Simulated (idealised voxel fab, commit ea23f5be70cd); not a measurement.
voxel local oxidation: a process module
Shown is cross-section cut, with a width of 255 nm and square cells of size 5 nm.
Bands, listed from the top down, are how a cross-section gets written in this document; the cross-section itself is a grid of square cells, and a band is one or more rows of them. Look at the band entry: it leads with the top's height and the bottom's height in nm. Then it lists the materials left to right, with a width in nm for each. The word "all across" on a single material says that material fills the band edge to edge. The word "empty" is empty space. Basically, 0 is our baseline, since under it the wafer straight out of the box is all one material. The bottom band has no lower end and keeps on going down, so it looks like "0 nm and below". Per-row width for "30->40": begins at first number (top row of band), ends at second number (bottom row), increment between rows held constant. Step marked "all unchanged"? Then no cell in the cross-section changed in it. Entry "Closed empty spaces". Content: empty spaces with no open connection to the top, size 8 cells or greater. Each: width x height at distance. Distance: from left edge. Unit: nm. The remark found on a step's line after its settings is issued by the simulator itself and pertains to that step. Each step line may optionally specify "overlay nm", which for a step with a mask gives the rightward distance between the mask's planned place and where it lay, a negative value indicating the leftward direction.
PLAN
1 RECEIVE [material Si]
2 CONFORMAL_DEP [material SiO2] [thk nm 5]
3 CONFORMAL_DEP [material SiN] [thk nm 10]
4 PATTERN [tone cover] [mask id ACTIVE] [material resist] [width nm 95] [pitch nm 120] [thk nm 20] [overlay nm 0]
5 DIRECTIONAL_ETCH [etch materials SiN] [depth nm 10]
6 STRIP [etch materials resist]
7 SELECTIVE_ETCH [etch materials SiO2] [depth nm 5]
8 OXIDIZE [depth nm 10]
9 STRIP [etch materials SiN]
WAFER AT RECEIPT (POST STEP 1), CROSS-SECTION
    0 nm and below | Si all across
    Closed empty spaces: none
THE FOLLOWING CROSS-SECTION DEPICTS THE WAFER UPON CONCLUSION OF THE MODULE. PROCESSING COMMENCED FROM THE STARTING CONDITION ILLUSTRATED ABOVE AND ADHERED TO THE PLAN ILLUSTRATED ABOVE, SAVE FOR ONE MISTAKE IN EXECUTION
    5 nm to 0 nm | 15 of SiO2  105 of empty  15 of SiO2  105 of empty  15 of SiO2
    0 nm to -10 nm | 5 of Si  245 of SiO2  5 of Si
    -10 nm and below | Si all across
    Closed empty spaces: none
Finding, execution versus plan: off-plan run, step 4, actual operation and settings PATTERN [tone open] [mask id ACTIVE] [material resist] [width nm 95] [pitch nm 120] [thk nm 20] [overlay nm 0]
